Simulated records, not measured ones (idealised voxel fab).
Presented below is a process module, voxel trench capacitor.
Square cells of 5 nm make up the cross-section cut, whose width is 145 nm.
In this document a cross-section is written as a grid of square cells. It is given as a series of bands, listed from the top down, and a band is one or more rows of cells.
A band entry consists of two parts. The first gives the height of the band's top and the height of its bottom, in nm. The rest lists the band's materials from left to right, each with its width in nm. A single material labelled with the word "all across" fills the band from edge to edge, and the word "blank" marks empty space.
The level at which height equals 0 is the one under which the wafer, as it arrives, is entirely one material. No lower edge exists for the bottom band, which continues downward and is notated as in "0 nm and below".
Top row gets the first number, bottom row gets the second, and each row in between changes by the same step: that is how a band width like "30..40" works.
Where the words "nothing was modified" appear for a step, the cross-section shows no cell changed by that step; every cell remained as before.
Empty spaces counting at least 8 cells and having no open way to the top are listed in "Closed void list". The notation width x height at distance is used for each, the distance being from the left edge and all three values in nm.
The remark found on a step's line after its settings is issued by the simulator itself and pertains to that step.
overlay nm: how far to the right of its planned place the mask lay on this masked step (negative: to the left).

# Steps in the process plan
1,RECEIVE (material Si)
2,CONFORMAL_DEP (material SiN; thk nm 10)
3,MASKED_ETCH (tone open; mask id TRENCH; width nm 30; pitch nm 45; etch materials SiN; depth nm 10; overlay nm 0)
4,MASKED_ETCH (tone open; mask id TRENCH; width nm 30; pitch nm 45; etch materials Si; depth nm 25; overlay nm 0)
5,CONFORMAL_DEP (material Al2O3; thk nm 5)
6,CONFORMAL_DEP (material TiN; thk nm 5)
7,FILL_DEP (material W; thk nm 10)
8,CMP (height nm 10)

# First of two wafers: run as planned

# This is the cross-section of the wafer as we received it, i.e. after step 1
    0 nm and below = Si all across
    Closed void list: none

# After step 2: wafer cross-section
    10 nm to 0 nm = SiN all across
    At heights below 0, the structure remains unaltered.

# After step 3: wafer cross-section
    10 nm to 0 nm = SiN (35), blank (30), SiN (15), blank (30), SiN (35)
    At heights below 0, the structure remains unaltered.

# After step 4: wafer cross-section
    10 nm to 0 nm = SiN (35), blank (30), SiN (15), blank (30), SiN (35)
    0 nm to -25 nm = Si (35), blank (30), Si (15), blank (30), Si (35)
    At heights below -25, the structure remains unaltered.

# After step 5: wafer cross-section
    15 nm to 10 nm = Al2O3 (40), blank (20), Al2O3 (25), blank (20), Al2O3 (40)
    10 nm to 0 nm = SiN (35), Al2O3 (5), blank (20), Al2O3 (5), SiN (15), Al2O3 (5), blank (20), Al2O3 (5), SiN (35)
    0 nm to -20 nm = Si (35), Al2O3 (5), blank (20), Al2O3 (5), Si (15), Al2O3 (5), blank (20), Al2O3 (5), Si (35)
    -20 nm to -25 nm = Si (35), Al2O3 (30), Si (15), Al2O3 (30), Si (35)
    At heights below -25, the structure remains unaltered.

# After step 6: wafer cross-section
    20 nm to 15 nm = TiN (45), blank (10), TiN (35), blank (10), TiN (45)
    15 nm to 10 nm = Al2O3 (40), TiN (5), blank (10), TiN (5), Al2O3 (25), TiN (5), blank (10), TiN (5), Al2O3 (40)
    10 nm to 0 nm = SiN (35), Al2O3 (5), TiN (5), blank (10), TiN (5), Al2O3 (5), SiN (15), Al2O3 (5), TiN (5), blank (10), TiN (5), Al2O3 (5), SiN (35)
    0 nm to -15 nm = Si (35), Al2O3 (5), TiN (5), blank (10), TiN (5), Al2O3 (5), Si (15), Al2O3 (5), TiN (5), blank (10), TiN (5), Al2O3 (5), Si (35)
    -15 nm to -20 nm = Si (35), Al2O3 (5), TiN (20), Al2O3 (5), Si (15), Al2O3 (5), TiN (20), Al2O3 (5), Si (35)
    At heights below -20, the structure remains unaltered.

# After step 7: wafer cross-section
    30 nm to 20 nm = W all across
    20 nm to 15 nm = TiN (45), W (10), TiN (35), W (10), TiN (45)
    15 nm to 10 nm = Al2O3 (40), TiN (5), W (10), TiN (5), Al2O3 (25), TiN (5), W (10), TiN (5), Al2O3 (40)
    10 nm to 0 nm = SiN (35), Al2O3 (5), TiN (5), W (10), TiN (5), Al2O3 (5), SiN (15), Al2O3 (5), TiN (5), W (10), TiN (5), Al2O3 (5), SiN (35)
    0 nm to -15 nm = Si (35), Al2O3 (5), TiN (5), W (10), TiN (5), Al2O3 (5), Si (15), Al2O3 (5), TiN (5), W (10), TiN (5), Al2O3 (5), Si (35)
    At heights below -15, the structure remains unaltered.

# After step 8: wafer cross-section
    10 nm to 0 nm = SiN (35), Al2O3 (5), TiN (5), W (10), TiN (5), Al2O3 (5), SiN (15), Al2O3 (5), TiN (5), W (10), TiN (5), Al2O3 (5), SiN (35)
    At heights below 0, the structure remains unaltered.

# Okay, second wafer. Nothing different at the start, nothing different in the plan, just one mistake somewhere in the running. As far as step 4, counting that step, it's the first wafer all over again

The second wafer cut through, at the time step 5 was supposed to be finished: nothing was modified

# The second wafer cut through, at the time step 6 was supposed to be finished
    15 nm to 10 nm = TiN (40), blank (20), TiN (25), blank (20), TiN (40)
    10 nm to 0 nm = SiN (35), TiN (5), blank (20), TiN (5), SiN (15), TiN (5), blank (20), TiN (5), SiN (35)
    0 nm to -20 nm = Si (35), TiN (5), blank (20), TiN (5), Si (15), TiN (5), blank (20), TiN (5), Si (35)
    -20 nm to -25 nm = Si (35), TiN (30), Si (15), TiN (30), Si (35)
    At heights below -25, the structure remains unaltered.

# The second wafer cut through, at the time step 7 was supposed to be finished
    25 nm to 15 nm = W all across
    15 nm to 10 nm = TiN (40), W (20), TiN (25), W (20), TiN (40)
    10 nm to 0 nm = SiN (35), TiN (5), W (20), TiN (5), SiN (15), TiN (5), W (20), TiN (5), SiN (35)
    0 nm to -20 nm = Si (35), TiN (5), W (20), TiN (5), Si (15), TiN (5), W (20), TiN (5), Si (35)
    At heights below -20, the structure remains unaltered.

# The second wafer cut through, at the time step 8 was supposed to be finished
    10 nm to 0 nm = SiN (35), TiN (5), W (20), TiN (5), SiN (15), TiN (5), W (20), TiN (5), SiN (35)
    At heights below 0, the structure remains unaltered.
Which mistake was made when the wafer was run? skipped: plan step 5 (never run)
Upon completion, the second wafer contains, in terms of cells, a greater or smaller amount of certain materials than the first wafer: -36 Al2O3 | +8 TiN | +28 W
